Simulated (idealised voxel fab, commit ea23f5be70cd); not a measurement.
process module | voxel trench capacitor
cross-section cut | 230 nm wide | cells 5 nm
A cross-section is a grid of square cells, given in bands from the top down. A band is one or more rows of cells.
Each band's line starts with the height of the band's top and of its bottom, in nm. Then come its materials from left to right, each with its width in nm. One material with "throughout" fills the band from edge to edge. "air" is empty space.
Height 0 is the level under which the wafer as received is all one material. The lowest band goes on downwards, as in "0 down".
A width such as "30 to 40" changes by the same amount from each row of cells to the next, from the band's top row to its bottom row.
"no change" after a step means that no cell of the cross-section changed.
closed voids: empty space of 8 cells or more with no open way to the top, each as width x height at its distance from the left edge, in nm
after a step's settings: what the simulator itself notes on the step
overlay nm, on a step with a mask: how far to the right of its planned place the mask lay; to the left if negative
plan
1 op RECEIVE | material Si
2 op CONFORMAL_DEP | material SiN | thk nm 5
3 op MASKED_ETCH | tone open | mask id TRENCH | width nm 15 | pitch nm 30 | etch materials SiN | depth nm 5 | overlay nm 0
4 op MASKED_ETCH | tone open | mask id TRENCH | width nm 15 | pitch nm 30 | etch materials Si | depth nm 35 | overlay nm 0
5 op CONFORMAL_DEP | material Al2O3 | thk nm 5
6 op FILL_DEP | material polySi | thk nm 5
7 op CMP | height nm 5
first wafer, as planned
as received, after step 1
  0 down: Si throughout
  closed voids: none
after step 2
  5 to 0: SiN throughout
  below 0: unchanged
after step 3
  5 to 0: SiN 60 | air 15 | SiN 15 | air 15 | SiN 15 | air 15 | SiN 15 | air 15 | SiN 65
  below 0: unchanged
after step 4
  5 to 0: SiN 60 | air 15 | SiN 15 | air 15 | SiN 15 | air 15 | SiN 15 | air 15 | SiN 65
  0 to -35: Si 60 | air 15 | Si 15 | air 15 | Si 15 | air 15 | Si 15 | air 15 | Si 65
  below -35: unchanged
after step 5
  10 to 5: Al2O3 65 | air 5 | Al2O3 25 | air 5 | Al2O3 25 | air 5 | Al2O3 25 | air 5 | Al2O3 70
  5 to 0: SiN 60 | Al2O3 5 | air 5 | Al2O3 5 | SiN 15 | Al2O3 5 | air 5 | Al2O3 5 | SiN 15 | Al2O3 5 | air 5 | Al2O3 5 | SiN 15 | Al2O3 5 | air 5 | Al2O3 5 | SiN 65
  0 to -30: Si 60 | Al2O3 5 | air 5 | Al2O3 5 | Si 15 | Al2O3 5 | air 5 | Al2O3 5 | Si 15 | Al2O3 5 | air 5 | Al2O3 5 | Si 15 | Al2O3 5 | air 5 | Al2O3 5 | Si 65
  -30 to -35: Si 60 | Al2O3 15 | Si 15 | Al2O3 15 | Si 15 | Al2O3 15 | Si 15 | Al2O3 15 | Si 65
  below -35: unchanged
after step 6
  15 to 10: polySi throughout
  10 to 5: Al2O3 65 | polySi 5 | Al2O3 25 | polySi 5 | Al2O3 25 | polySi 5 | Al2O3 25 | polySi 5 | Al2O3 70
  5 to 0: SiN 60 | Al2O3 5 | polySi 5 | Al2O3 5 | SiN 15 | Al2O3 5 | polySi 5 | Al2O3 5 | SiN 15 | Al2O3 5 | polySi 5 | Al2O3 5 | SiN 15 | Al2O3 5 | polySi 5 | Al2O3 5 | SiN 65
  0 to -30: Si 60 | Al2O3 5 | polySi 5 | Al2O3 5 | Si 15 | Al2O3 5 | polySi 5 | Al2O3 5 | Si 15 | Al2O3 5 | polySi 5 | Al2O3 5 | Si 15 | Al2O3 5 | polySi 5 | Al2O3 5 | Si 65
  below -30: unchanged
after step 7
  5 to 0: SiN 60 | Al2O3 5 | polySi 5 | Al2O3 5 | SiN 15 | Al2O3 5 | polySi 5 | Al2O3 5 | SiN 15 | Al2O3 5 | polySi 5 | Al2O3 5 | SiN 15 | Al2O3 5 | polySi 5 | Al2O3 5 | SiN 65
  below 0: unchanged
second wafer: like start, like plan, one mistake. Through step 2 it matches the first wafer
when step 3 should have ended
  5 to 0: SiN 55 | air 15 | SiN 15 | air 15 | SiN 15 | air 15 | SiN 15 | air 15 | SiN 70
  below 0: unchanged
when step 4 should have ended
  5 to 0: SiN 55 | air 15 | SiN 15 | air 15 | SiN 15 | air 15 | SiN 15 | air 15 | SiN 70
  0 to -35: Si 60 | air 10 | Si 20 | air 10 | Si 20 | air 10 | Si 20 | air 10 | Si 70
  below -35: unchanged
when step 5 should have ended
  10 to 5: Al2O3 60 | air 5 | Al2O3 25 | air 5 | Al2O3 25 | air 5 | Al2O3 25 | air 5 | Al2O3 75
  5 to 0: SiN 55 | Al2O3 15 | SiN 15 | Al2O3 15 | SiN 15 | Al2O3 15 | SiN 15 | Al2O3 15 | SiN 70
  0 to -35: Si 60 | Al2O3 10 | Si 20 | Al2O3 10 | Si 20 | Al2O3 10 | Si 20 | Al2O3 10 | Si 70
  below -35: unchanged
when step 6 should have ended
  15 to 10: polySi throughout
  10 to 5: Al2O3 60 | polySi 5 | Al2O3 25 | polySi 5 | Al2O3 25 | polySi 5 | Al2O3 25 | polySi 5 | Al2O3 75
  below 5: unchanged
when step 7 should have ended
  5 to 0: SiN 55 | Al2O3 15 | SiN 15 | Al2O3 15 | SiN 15 | Al2O3 15 | SiN 15 | Al2O3 15 | SiN 70
  below 0: unchanged
what went wrong: step 3 ran as: op MASKED_ETCH | tone open | mask id TRENCH | width nm 15 | pitch nm 30 | etch materials SiN | depth nm 5 | overlay nm -5
at the end the second wafer has, in cells: 28 more of Si | 28 fewer of polySi
